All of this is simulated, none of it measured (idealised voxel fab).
Module name: voxel capacitor over wiring (process module)
Section cut is 290 nm wide and gridded with 5 nm square cells.
Each cross-section below is a grid of square cells, stated as bands in top-down order, with one or more rows of cells making up each band.
Per band: top height and bottom height in nm, followed by the left-to-right materials and their widths in nm; "everywhere" marks a single material spanning edge to edge, "empty" marks empty space.
Height 0 is the level under which the wafer as received is all one material. The lowest band goes on downwards, as in "z 0 and below".
Width spec "30 to 40" -> top row of cells at first value, bottom row at second value, equal per-row change in between.
The cross-section has no changed cell in any step marked "stayed the same".
"Non-vented voids": empty spaces of 8 cells or more with no open way to the top, each given as width x height at distance, distance from the left edge, all in nm.
The remark found on a step's line after its settings is issued by the simulator itself and pertains to that step.
Regarding "overlay nm": on a step with a mask, it is the distance the mask lay to the right of its planned place; a negative value places it to the left.
**The process steps that were planned are listed below**
step 1: op RECEIVE | material Si
step 2: op CONFORMAL_DEP | material SiO2 | thk nm 15
step 3: op CONFORMAL_DEP | material SiN | thk nm 5
step 4: op DIRECTIONAL_DEP | material lowk | thk nm 25
step 5: op DIRECTIONAL_DEP | material aC | thk nm 10
step 6: op PATTERN | tone open | mask id METAL_1 | material resist | width nm 30 | pitch nm 85 | thk nm 30 | overlay nm 0
step 7: op DIRECTIONAL_ETCH | etch materials aC | depth nm 10
step 8: op STRIP | etch materials resist
step 9: op DIRECTIONAL_ETCH | etch materials lowk | depth nm 25
step 10: op DIRECTIONAL_ETCH | etch materials SiN | depth nm 5
step 11: op STRIP | etch materials aC
step 12: op CONFORMAL_DEP | material TiN | thk nm 5
step 13: op FILL_DEP | material W | thk nm 5
step 14: op CMP | height nm 45
step 15: op CONFORMAL_DEP | material SiCN | thk nm 5
step 16: op DIRECTIONAL_DEP | material SiO2 | thk nm 15
step 17: op MASKED_ETCH | tone open | mask id PLUG_1 | width nm 15 | etch materials SiO2 | depth nm 15 | overlay nm 0
step 18: op MASKED_ETCH | tone open | mask id PLUG_1 | width nm 15 | etch materials SiCN | depth nm 5 | overlay nm 0
step 19: op EPI | material Ru | thk nm 10
step 20: op EPI | material Ru | thk nm 10
step 21: op DIRECTIONAL_DEP | material TiN | thk nm 5
step 22: op DIRECTIONAL_DEP | material HfO2 | thk nm 5
step 23: op DIRECTIONAL_DEP | material TiN | thk nm 10
step 24: op MASKED_ETCH | tone cover | mask id UPPER_PLATE | width nm 60 | etch materials TiN | depth nm 10 | overlay nm 0
step 25: op MASKED_ETCH | tone cover | mask id UPPER_PLATE | width nm 60 | etch materials HfO2 | depth nm 5 | overlay nm 0
step 26: op DIRECTIONAL_DEP | material aC | thk nm 5
step 27: op PATTERN | tone cover | mask id LOWER_PLATE | material resist | width nm 70 | thk nm 25 | overlay nm 0
step 28: op DIRECTIONAL_ETCH | etch materials aC | depth nm 10
step 29: op STRIP | etch materials resist
step 30: op DIRECTIONAL_ETCH | etch materials TiN | depth nm 5
step 31: op STRIP | etch materials aC
step 32: op FILL_DEP | material SiO2 | thk nm 20
step 33: op CMP | height nm 100
step 34: op DIRECTIONAL_DEP | material aC | thk nm 15
step 35: op PATTERN | tone open | mask id PLUG_2 | material resist | width nm 15 | thk nm 30 | overlay nm 0
step 36: op DIRECTIONAL_ETCH | etch materials aC | depth nm 15
step 37: op STRIP | etch materials resist
step 38: op DIRECTIONAL_ETCH | etch materials SiO2 | depth nm 15
step 39: op STRIP | etch materials aC
step 40: op CONFORMAL_DEP | material TiN | thk nm 5
step 41: op FILL_DEP | material Cu | thk nm 5
step 42: op CMP | height nm 100
step 43: op CONFORMAL_DEP | material SiN | thk nm 5
The value of thk nm given for step 26 in the plan refers to the first wafer; the wafers vary in this setting and are alike at the start.
**Cut through the first of several wafers as received, post step 1**
z 0 and below = Si everywhere
Non-vented voids: none
**The table below has one row for each wafer; a row shows, as of the end of the module, how many cells of each material the wafer has gained, marked (+), or lost, marked (-), since it was received, and then the wafer's closed voids**
thk nm 5, +2 Cu, +12 HfO2, +12 Ru, +55 SiCN, +104 SiN, +686 SiO2, +77 TiN, +40 W, +230 lowk, Non-vented voids: none
thk nm 10, +2 Cu, +12 HfO2, +12 Ru, +55 SiCN, +104 SiN, +686 SiO2, +77 TiN, +40 W, +230 lowk, Non-vented voids: none
thk nm 15, +2 Cu, +12 HfO2, +12 Ru, +55 SiCN, +104 SiN, +642 SiO2, +121 TiN, +40 W, +230 lowk, Non-vented voids: none
thk nm 20, +2 Cu, +12 HfO2, +12 Ru, +55 SiCN, +104 SiN, +642 SiO2, +121 TiN, +40 W, +230 lowk, Non-vented voids: none
thk nm 25, +2 Cu, +12 HfO2, +12 Ru, +55 SiCN, +104 SiN, +642 SiO2, +121 TiN, +40 W, +230 lowk, Non-vented voids: none
